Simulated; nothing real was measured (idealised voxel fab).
Name of the process module below: voxel lift off
Pictured: cross-section cut, 235 nm wide, on a grid of 5 nm square cells.
Cross-section = grid of square cells, listed top down in bands; band = one or more rows.
Per band: top height and bottom height in nm, followed by the left-to-right materials and their widths in nm; "all across" marks a single material spanning edge to edge, "empty" marks empty space.
Height datum 0, below which the as-received substrate wafer is one material. Lowest band open at the bottom, running downward: "0 -> down".
It should be noted that a width expressed as "30->40" varies in equal increments from row to row of cells within the band, taking the value of the first number at the top row and that of the second number at the bottom row.
"remained the same" means the step left every cell of the cross-section as it was.
Each empty space that has no open way to the top and spans at least 8 cells appears under "Tabulated closed voids" as width x height at distance, the distance counted from the left edge, all in nm.
Anything after a step's settings on that line? It's the simulator's own note about the step.
If you see "overlay nm" on a step's line and that step has a mask, it's telling you how far right of where it was planned the mask ended up; a negative number means it went left instead.

# This section lists the process steps that were planned
1: RECEIVE,material Si
2: CONFORMAL_DEP,material SiN,thk nm 15
3: PATTERN,tone open,mask id LINES,material resist,width nm 15,pitch nm 30,thk nm 20,overlay nm 0
4: DIRECTIONAL_DEP,material Ru,thk nm 10
5: STRIP,etch materials resist
6: CONFORMAL_DEP,material SiCN,thk nm 10

# Of two wafers, the first: run according to plan

# as received, after step 1
* 0 -> down  Si all across
* Tabulated closed voids: none

# Cross-section of the wafer subsequent to step 2
* 15 -> 0  SiN all across
* All layers under 0 are left as they were.

# Cross-section of the wafer subsequent to step 3
* 35 -> 15  80 of resist / 15 of empty / 15 of resist / 15 of empty / 15 of resist / 15 of empty / 80 of resist
* All layers under 15 are left as they were.

# Cross-section of the wafer subsequent to step 4
* 45 -> 35  80 of Ru / 15 of empty / 15 of Ru / 15 of empty / 15 of Ru / 15 of empty / 80 of Ru
* 35 -> 25  80 of resist / 15 of empty / 15 of resist / 15 of empty / 15 of resist / 15 of empty / 80 of resist
* 25 -> 15  80 of resist / 15 of Ru / 15 of resist / 15 of Ru / 15 of resist / 15 of Ru / 80 of resist
* All layers under 15 are left as they were.

# Cross-section of the wafer subsequent to step 5
* 25 -> 15  80 of empty / 15 of Ru / 15 of empty / 15 of Ru / 15 of empty / 15 of Ru / 80 of empty
* All layers under 15 are left as they were.

# Cross-section of the wafer subsequent to step 6
* 35 -> 25  70 of empty / 95 of SiCN / 70 of empty
* 25 -> 15  80 of SiCN / 15 of Ru / 15 of SiCN / 15 of Ru / 15 of SiCN / 15 of Ru / 80 of SiCN
* All layers under 15 are left as they were.

# Wafer two. Same start, same plan, one slip in execution. Same as wafer one through step 3, inclusive

# when step 4 should have ended
* 40 -> 35  80 of Ru / 15 of empty / 15 of Ru / 15 of empty / 15 of Ru / 15 of empty / 80 of Ru
* 35 -> 20  80 of resist / 15 of empty / 15 of resist / 15 of empty / 15 of resist / 15 of empty / 80 of resist
* 20 -> 15  80 of resist / 15 of Ru / 15 of resist / 15 of Ru / 15 of resist / 15 of Ru / 80 of resist
* All layers under 15 are left as they were.

# when step 5 should have ended
* 20 -> 15  80 of empty / 15 of Ru / 15 of empty / 15 of Ru / 15 of empty / 15 of Ru / 80 of empty
* All layers under 15 are left as they were.

# when step 6 should have ended
* 30 -> 25  70 of empty / 95 of SiCN / 70 of empty
* 25 -> 20  SiCN all across
* 20 -> 15  80 of SiCN / 15 of Ru / 15 of SiCN / 15 of Ru / 15 of SiCN / 15 of Ru / 80 of SiCN
* All layers under 15 are left as they were.
Plan not followed: heads up, step 4 didn't go per plan, it actually ran as DIRECTIONAL_DEP,material Ru,thk nm 5
Once processing is complete, comparing cell counts shows that the second wafer has more or fewer of certain materials than the first: Ru -9; SiCN -10
